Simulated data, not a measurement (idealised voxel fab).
Proc. module: voxel ribs on slabs
For reference, the cross-section in this document is cut, with width 285 nm and square cells of 5 nm.
Heads up, the way a cross-section reads in here is a grid of square cells, handed over as bands from the top down, with every band being one or more rows of cells. Band entry format. Leading values: height of top, height of bottom, nm. Remainder: materials in left-to-right order, each with its width in nm. Special words: "throughout" on a single material, which then fills the band edge to edge; "air", empty space. Measure heights from 0. That's the level where, below it, the as-received wafer is all one material. The lowest band is bottomless and extends downward; write it as in "0 and below". Read "30->40" as a graded width: first number on top, second number at the bottom, same change between each pair of neighbouring rows. You'll sometimes find "no modifications" written for a step, and that's the way of saying that nowhere in the cross-section did a cell change during that step. The label "Unvented internal voids" introduces a list of the empty spaces, 8 cells or larger, that have no open way up to the top; each entry in it reads width x height at distance, where the distance is taken from the left edge and all three are stated in nm. On a step's line, text after the settings is the simulator commenting on that step. overlay nm: how far to the right of its planned place the mask lay on this masked step (negative: to the left).
-- These are the steps we planned for the process
1: RECEIVE [material Si]
2: DIRECTIONAL_DEP [material SiO2] [thk nm 30]
3: DIRECTIONAL_DEP [material SiN] [thk nm 25]
4: DIRECTIONAL_DEP [material aC] [thk nm 10]
5: PATTERN [tone cover] [mask id RIB] [material resist] [width nm 30] [thk nm 25] [overlay nm 0]
6: DIRECTIONAL_ETCH [etch materials aC] [depth nm 10]
7: STRIP [etch materials resist]
8: DIRECTIONAL_ETCH [etch materials SiN] [depth nm 5]
9: STRIP [etch materials aC]
10: MASKED_ETCH [tone cover] [mask id SLAB] [width nm 60] [etch materials SiN] [depth nm 20] [overlay nm 0]
11: FILL_DEP [material SiO2] [thk nm 25]
12: CMP [height nm 70]
13: DIRECTIONAL_DEP [material TiN] [thk nm 10]
14: PATTERN [tone cover] [mask id HEATER] [material resist] [width nm 40] [thk nm 20] [overlay nm 0]
15: DIRECTIONAL_ETCH [etch materials TiN] [depth nm 10]
16: STRIP [etch materials resist]
17: CONFORMAL_DEP [material SiN] [thk nm 5]
-- The first of a set of two wafers, run to plan
-- Cross-section, incoming material, after step 1
    0 and below | Si throughout
    Unvented internal voids: none
-- after step 2
    30 down to 0 | SiO2 throughout
    Note: structure below 0 unchanged.
-- after step 3
    55 down to 30 | SiN throughout
    Note: structure below 30 unchanged.
-- after step 4
    65 down to 55 | aC throughout
    Note: structure below 55 unchanged.
-- after step 5
    90 down to 65 | air=125, resist=30, air=130
    Note: structure below 65 unchanged.
-- after step 6
    80 down to 65 | air=125, resist=30, air=130
    65 down to 55 | air=125, aC=30, air=130
    Note: structure below 55 unchanged.
-- after step 7
    65 down to 55 | air=125, aC=30, air=130
    Note: structure below 55 unchanged.
-- after step 8
    65 down to 55 | air=125, aC=30, air=130
    55 down to 50 | air=125, SiN=30, air=130
    Note: structure below 50 unchanged.
-- after step 9
    55 down to 50 | air=125, SiN=30, air=130
    Note: structure below 50 unchanged.
-- after step 10
    55 down to 50 | air=125, SiN=30, air=130
    50 down to 30 | air=110, SiN=60, air=115
    Note: structure below 30 unchanged.
-- after step 11
    80 down to 55 | SiO2 throughout
    55 down to 50 | SiO2=125, SiN=30, SiO2=130
    50 down to 30 | SiO2=110, SiN=60, SiO2=115
    Note: structure below 30 unchanged.
-- after step 12
    70 down to 55 | SiO2 throughout
    Note: structure below 55 unchanged.
-- after step 13
    80 down to 70 | TiN throughout
    Note: structure below 70 unchanged.
-- after step 14
    100 down to 80 | air=120, resist=40, air=125
    Note: structure below 80 unchanged.
-- after step 15
    100 down to 80 | air=120, resist=40, air=125
    80 down to 70 | air=120, TiN=40, air=125
    Note: structure below 70 unchanged.
-- after step 16
    80 down to 70 | air=120, TiN=40, air=125
    Note: structure below 70 unchanged.
-- after step 17
    85 down to 80 | air=115, SiN=50, air=120
    80 down to 75 | air=115, SiN=5, TiN=40, SiN=5, air=120
    75 down to 70 | SiN=120, TiN=40, SiN=125
    Note: structure below 70 unchanged.
-- It is to be noted that the second wafer proceeded from the same initial state and according to the same plan as the first, although one mistake was committed in its execution; through step 9, inclusive, the two wafers share an identical history
-- The second wafer in cross-section, at the planned close of step 10
    50 down to 35 | SiN=110, air=60, SiN=115
    35 down to 30 | SiN=110, air=15, SiN=30, air=15, SiN=115
    Note: structure below 30 unchanged.
-- The second wafer in cross-section, at the planned close of step 11
    75 down to 50 | SiO2 throughout
    50 down to 35 | SiN=110, SiO2=60, SiN=115
    35 down to 30 | SiN=110, SiO2=15, SiN=30, SiO2=15, SiN=115
    Note: structure below 30 unchanged.
-- The second wafer in cross-section, at the planned close of step 12
    70 down to 50 | SiO2 throughout
    Note: structure below 50 unchanged.
-- The second wafer in cross-section, at the planned close of step 13
    80 down to 70 | TiN throughout
    Note: structure below 70 unchanged.
-- The second wafer in cross-section, at the planned close of step 14
    100 down to 80 | air=120, resist=40, air=125
    Note: structure below 80 unchanged.
-- The second wafer in cross-section, at the planned close of step 15
    100 down to 80 | air=120, resist=40, air=125
    80 down to 70 | air=120, TiN=40, air=125
    Note: structure below 70 unchanged.
-- The second wafer in cross-section, at the planned close of step 16
    80 down to 70 | air=120, TiN=40, air=125
    Note: structure below 70 unchanged.
-- The second wafer in cross-section, at the planned close of step 17
    85 down to 80 | air=115, SiN=50, air=120
    80 down to 75 | air=115, SiN=5, TiN=40, SiN=5, air=120
    75 down to 70 | SiN=120, TiN=40, SiN=125
    Note: structure below 70 unchanged.
In executing the process, a mistake was made relative to the plan: step 10 was processed under conditions differing from the plan, specifically as MASKED_ETCH [tone open] [mask id SLAB] [width nm 60] [etch materials SiN] [depth nm 20] [overlay nm 0]
Heads up, by the end the second wafer has more or fewer cells of some materials compared to the first: SiN +132, SiO2 -132
